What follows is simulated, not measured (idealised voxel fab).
The document below concerns the process module designated voxel capacitor over wiring.
In the cross-section labelled cut, the width is 275 nm and each square cell is 5 nm.
Cross-section spec: square-cell grid; bands listed top down; each band is one or more rows. Look at the band entry: it leads with the top's height and the bottom's height in nm. Then it lists the materials left to right, with a width in nm for each. The word "throughout" on a single material says that material fills the band edge to edge. The word "empty" is empty space. Zero point of the height axis is 0; under it, received wafer = one material. Lowest band: continues down indefinitely, "0..down". Top row gets the first number, bottom row gets the second, and each row in between changes by the same step: that is how a band width like "30..40" works. "everything unchanged" -> step changed no cross-section cell. In the "Enclosed voids" entry, you get each enclosed empty space of 8 cells or more, one with no open way to the top, written width x height at distance, distance from the left edge, in nm. Past the settings on a step's line: simulator remark, on that step. If you see "overlay nm" on a step's line and that step has a mask, it's telling you how far right of where it was planned the mask ended up; a negative number means it went left instead.
STEPS IN THE PROCESS PLAN
1) RECEIVE with material Si
2) CONFORMAL_DEP with material SiO2, thk nm 15
3) DIRECTIONAL_DEP with material TiN, thk nm 5
4) DIRECTIONAL_DEP with material W, thk nm 20
5) MASKED_ETCH with tone cover, mask id METAL_1, width nm 30, pitch nm 95, etch materials W, depth nm 20, overlay nm 0
6) MASKED_ETCH with tone cover, mask id METAL_1, width nm 30, pitch nm 95, etch materials TiN, depth nm 5, overlay nm 0
7) CONFORMAL_DEP with material SiCN, thk nm 5
8) FILL_DEP with material lowk, thk nm 10
9) CMP with height nm 40
10) CONFORMAL_DEP with material SiCN, thk nm 5
11) DIRECTIONAL_DEP with material SiO2, thk nm 15
12) PATTERN with tone open, mask id PLUG_1, material resist, width nm 15, thk nm 20, overlay nm -15
13) DIRECTIONAL_ETCH with etch materials SiO2, depth nm 15
14) DIRECTIONAL_ETCH with etch materials SiCN, depth nm 5
15) STRIP with etch materials resist
16) CONFORMAL_DEP with material TiN, thk nm 5
17) FILL_DEP with material Cu, thk nm 5
18) CMP with height nm 60
19) DIRECTIONAL_DEP with material TiN, thk nm 5
20) DIRECTIONAL_DEP with material Al2O3, thk nm 5
21) DIRECTIONAL_DEP with material TiN, thk nm 10
22) DIRECTIONAL_DEP with material aC, thk nm 10
23) PATTERN with tone cover, mask id UPPER_PLATE, material resist, width nm 70, thk nm 30, overlay nm 0
24) DIRECTIONAL_ETCH with etch materials aC, depth nm 10
25) STRIP with etch materials resist
26) DIRECTIONAL_ETCH with etch materials TiN, depth nm 10
27) DIRECTIONAL_ETCH with etch materials Al2O3, depth nm 5
28) STRIP with etch materials aC
29) MASKED_ETCH with tone cover, mask id LOWER_PLATE, width nm 80, etch materials TiN, depth nm 5, overlay nm 0
30) FILL_DEP with material SiO2, thk nm 20
31) CMP with height nm 95
32) DIRECTIONAL_DEP with material aC, thk nm 10
33) PATTERN with tone open, mask id PLUG_2, material resist, width nm 15, thk nm 30, overlay nm 0
34) DIRECTIONAL_ETCH with etch materials aC, depth nm 10
35) STRIP with etch materials resist
36) DIRECTIONAL_ETCH with etch materials SiO2, depth nm 15
37) STRIP with etch materials aC
38) CONFORMAL_DEP with material TiN, thk nm 5
39) FILL_DEP with material Ru, thk nm 5
40) CMP with height nm 95
41) CONFORMAL_DEP with material SiCN, thk nm 5
The wafers in this document start out alike and differ in the overlay nm applied at step 12; the plan shows the value used for the first wafer.
CROSS-SECTIONAL VIEW OF THE FIRST OF SEVERAL WAFERS IN THE AS-RECEIVED CONDITION, CORRESPONDING TO THE STATE FOLLOWING STEP 1
  0..down: Si throughout
  Enclosed voids: none
WAFER ROWS, END OF MODULE: CELLS PER MATERIAL GAINED (+) OR LOST (-) SINCE RECEIPT; CLOSED VOIDS LAST
overlay nm -15; +14 Al2O3; +3 Cu; +2 Ru; +166 SiCN; +639 SiO2; +72 TiN; +48 W; +156 lowk; Enclosed voids: none
overlay nm -10; +14 Al2O3; +3 Cu; +2 Ru; +166 SiCN; +639 SiO2; +72 TiN; +48 W; +156 lowk; Enclosed voids: none
overlay nm -5; +14 Al2O3; +3 Cu; +2 Ru; +166 SiCN; +639 SiO2; +72 TiN; +48 W; +156 lowk; Enclosed voids: none
overlay nm 0; +14 Al2O3; +3 Cu; +2 Ru; +166 SiCN; +639 SiO2; +72 TiN; +48 W; +156 lowk; Enclosed voids: none
overlay nm 5; +14 Al2O3; +3 Cu; +2 Ru; +166 SiCN; +639 SiO2; +72 TiN; +48 W; +156 lowk; Enclosed voids: none
overlay nm 10; +14 Al2O3; +3 Cu; +2 Ru; +166 SiCN; +639 SiO2; +72 TiN; +48 W; +156 lowk; Enclosed voids: none
overlay nm 15; +14 Al2O3; +3 Cu; +2 Ru; +166 SiCN; +639 SiO2; +72 TiN; +48 W; +156 lowk; Enclosed voids: none
